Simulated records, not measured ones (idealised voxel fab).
Proc. module: voxel transistor to metal
We display cut, a cross-section 190 nm in width whose square cells are each 5 nm.
For the purposes of this document, a cross-section shall be understood as a grid of square cells, specified as bands listed in top-to-bottom order, each band consisting of one or more rows of cells.
Read a band's entry like this: the first values are the height of its top and the height of its bottom in nm, and what follows is the sequence of materials from left to right, each with its width in nm. Note that "air" is empty space, and that a single material marked "full width" reaches across the band from edge to edge.
A quick word on heights: they are counted from 0, and under that level the wafer as it came to us is one material throughout. The lowest band is different from the rest in having no bottom; it simply continues downward, written as in "0 -> down".
You'd read "30->40" like this: the band's top row of cells is as wide as the first number, its bottom row is as wide as the second, and going down, every row changes width by the same amount as the row before did.
You'll sometimes find "no alteration" written for a step, and that's the way of saying that nowhere in the cross-section did a cell change during that step.
Entry "Tabulated closed voids" = empty spaces >= 8 cells with no open way to the top; each as width x height at distance, distance from left edge, all nm.
Heads up: the bit after the settings on a step's line is the simulator's remark on that step.
When a step includes a mask, the "overlay nm" setting on its line states how far to the right of its planned place that mask lay, and negative values state how far to the left.
Below is the list of planned process steps
1. RECEIVE, material Si
2. OXIDIZE, depth nm 5
3. CONFORMAL_DEP, material SiN, thk nm 10
4. PATTERN, tone cover, mask id ACTIVE, material resist, width nm 120, thk nm 20, overlay nm 0
5. DIRECTIONAL_ETCH, etch materials SiN, depth nm 10
6. DIRECTIONAL_ETCH, etch materials SiO2, depth nm 5
7. DIRECTIONAL_ETCH, etch materials Si, depth nm 20
8. STRIP, etch materials resist
9. FILL_DEP, material SiO2, thk nm 15
10. CMP, height nm 10
11. SELECTIVE_ETCH, etch materials SiO2, depth nm 5
12. STRIP, etch materials SiN
13. SELECTIVE_ETCH, etch materials SiO2, depth nm 5
14. OXIDIZE, depth nm 5
15. DIRECTIONAL_DEP, material polySi, thk nm 20
16. DIRECTIONAL_DEP, material SiCN, thk nm 10
17. DIRECTIONAL_DEP, material aC, thk nm 15
18. PATTERN, tone cover, mask id GATE, material resist, width nm 30, thk nm 30, overlay nm 0
19. DIRECTIONAL_ETCH, etch materials aC, depth nm 15
20. STRIP, etch materials resist
21. DIRECTIONAL_ETCH, etch materials SiCN, depth nm 20
22. DIRECTIONAL_ETCH, etch materials polySi, depth nm 30
23. STRIP, etch materials aC
24. CONFORMAL_DEP, material SiN, thk nm 5
25. DIRECTIONAL_ETCH, etch materials SiN, depth nm 5
26. DIRECTIONAL_ETCH, etch materials SiO2, depth nm 5
27. DIRECTIONAL_ETCH, etch materials Si, depth nm 10
28. EPI, material pSi, thk nm 10
29. FILL_DEP, material SiO2, thk nm 5
30. CMP, height nm 15
31. STRIP, etch materials polySi
32. SELECTIVE_ETCH, etch materials SiO2, depth nm 5
33. CONFORMAL_DEP, material HfO2, thk nm 5
34. CONFORMAL_DEP, material TiN, thk nm 5
35. FILL_DEP, material W, thk nm 5
36. CMP, height nm 10
37. DIRECTIONAL_DEP, material SiO2, thk nm 10
38. PATTERN, tone open, mask id CONTACT, material resist, width nm 15, pitch nm 85, thk nm 20, overlay nm 0
39. DIRECTIONAL_ETCH, etch materials SiO2, depth nm 30
40. STRIP, etch materials resist
41. CONFORMAL_DEP, material TiN, thk nm 5
42. FILL_DEP, material W, thk nm 5
43. CMP, height nm 20
44. CONFORMAL_DEP, material SiCN, thk nm 5
45. DIRECTIONAL_DEP, material SiO2, thk nm 15
46. PATTERN, tone open, mask id METAL_1, material resist, width nm 15, pitch nm 85, thk nm 20, overlay nm 0
47. DIRECTIONAL_ETCH, etch materials SiO2, depth nm 15
48. DIRECTIONAL_ETCH, etch materials SiCN, depth nm 5
49. STRIP, etch materials resist
50. CONFORMAL_DEP, material TiN, thk nm 5
51. FILL_DEP, material W, thk nm 5
52. CMP, height nm 40
53. CONFORMAL_DEP, material SiCN, thk nm 5
54. DIRECTIONAL_DEP, material lowk, thk nm 25
55. DIRECTIONAL_DEP, material aC, thk nm 15
56. PATTERN, tone open, mask id METAL_2, material resist, width nm 15, pitch nm 85, thk nm 30, overlay nm 0
57. DIRECTIONAL_ETCH, etch materials aC, depth nm 15
58. STRIP, etch materials resist
59. DIRECTIONAL_ETCH, etch materials lowk, depth nm 15
60. STRIP, etch materials aC
61. PATTERN, tone open, mask id METAL_2_HOLES, material resist, width nm 15, pitch nm 85, thk nm 20, overlay nm 0
62. DIRECTIONAL_ETCH, etch materials lowk, depth nm 10
63. DIRECTIONAL_ETCH, etch materials SiCN, depth nm 5
64. STRIP, etch materials resist
65. CONFORMAL_DEP, material TiN, thk nm 5
66. FILL_DEP, material Cu, thk nm 10
67. CMP, height nm 70
68. CONFORMAL_DEP, material SiN, thk nm 5
Received-state cross-section, reflecting completion of step 1
  0 -> down | Si full width
  Tabulated closed voids: none
Looking at the first of two wafers in cross-section at end of module - ran to plan
  75 -> 70 | SiN full width
  70 -> 45 | lowk: 45  TiN: 5  Cu: 5  TiN: 5  lowk: 70  TiN: 5  Cu: 5  TiN: 5  lowk: 45
  45 -> 40 | SiCN: 45  TiN: 15  SiCN: 70  TiN: 15  SiCN: 45
  40 -> 25 | SiO2: 45  TiN: 5  W: 5  TiN: 5  SiO2: 70  TiN: 5  W: 5  TiN: 5  SiO2: 45
  25 -> 20 | SiCN: 45  TiN: 15  SiCN: 70  TiN: 15  SiCN: 45
  20 -> 10 | SiO2: 45  TiN: 5  W: 5  TiN: 5  SiO2: 70  TiN: 5  W: 5  TiN: 5  SiO2: 45
  10 -> 0 | SiO2: 45  TiN: 5  W: 5  TiN: 5  SiO2: 15  SiN: 5  HfO2: 5  TiN: 5  W: 10  TiN: 5  HfO2: 5  SiN: 5  SiO2: 15  TiN: 5  W: 5  TiN: 5  SiO2: 45
  0 -> -5 | SiO2: 30  SiN: 5  SiO2: 10  TiN: 5  W: 5  TiN: 5  SiO2: 5  pSi: 10  SiN: 5  HfO2: 5  TiN: 20  HfO2: 5  SiN: 5  pSi: 10  SiO2: 5  TiN: 5  W: 5  TiN: 5  SiO2: 10  SiN: 5  SiO2: 30
  -5 -> -10 | SiO2: 45  TiN: 15  SiO2: 5  pSi: 10  HfO2: 40  pSi: 10  SiO2: 5  TiN: 15  SiO2: 45
  -10 -> -20 | SiO2: 35  pSi: 40  Si: 40  pSi: 40  SiO2: 35
  -20 -> -25 | SiO2: 35  Si: 120  SiO2: 35
  -25 -> down | Si full width
  Tabulated closed voids: none
Same start, same plan as the first wafer - but one mistake in the run. Cross-section of the second of the two at the end of the module
  75 -> 70 | SiN full width
  70 -> 45 | lowk: 45  TiN: 5  Cu: 5  TiN: 5  lowk: 70  TiN: 5  Cu: 5  TiN: 5  lowk: 45
  45 -> 40 | SiCN: 45  TiN: 15  SiCN: 70  TiN: 15  SiCN: 45
  40 -> 25 | SiO2: 45  TiN: 5  W: 5  TiN: 5  SiO2: 70  TiN: 5  W: 5  TiN: 5  SiO2: 45
  25 -> 20 | SiCN: 45  TiN: 15  SiCN: 70  TiN: 15  SiCN: 45
  20 -> 10 | SiO2: 45  TiN: 5  W: 5  TiN: 5  SiO2: 70  TiN: 5  W: 5  TiN: 5  SiO2: 45
  10 -> 0 | SiO2: 45  TiN: 5  W: 5  TiN: 5  SiO2: 15  SiN: 5  HfO2: 5  TiN: 5  W: 10  TiN: 5  HfO2: 5  SiN: 5  SiO2: 15  TiN: 5  W: 5  TiN: 5  SiO2: 45
  0 -> -5 | SiO2: 30  SiN: 5  SiO2: 10  TiN: 5  W: 5  TiN: 5  SiO2: 5  pSi: 10  SiN: 5  HfO2: 5  TiN: 20  HfO2: 5  SiN: 5  pSi: 10  SiO2: 5  TiN: 5  W: 5  TiN: 5  SiO2: 10  SiN: 5  SiO2: 30
  -5 -> -10 | SiO2: 45  TiN: 15  SiO2: 5  pSi: 10  HfO2: 40  pSi: 10  SiO2: 5  TiN: 15  SiO2: 45
  -10 -> -20 | SiO2: 35  pSi: 40  Si: 40  pSi: 40  SiO2: 35
  -20 -> -45 | SiO2: 35  Si: 120  SiO2: 35
  -45 -> down | Si full width
  Tabulated closed voids: none
It is concluded that the wafer was processed incorrectly with respect to the plan, in that it should be noted that step 7 of the plan was executed twice
Final difference in cells, second wafer against first, listed per material as more or fewer: -56 Si | +56 SiO2
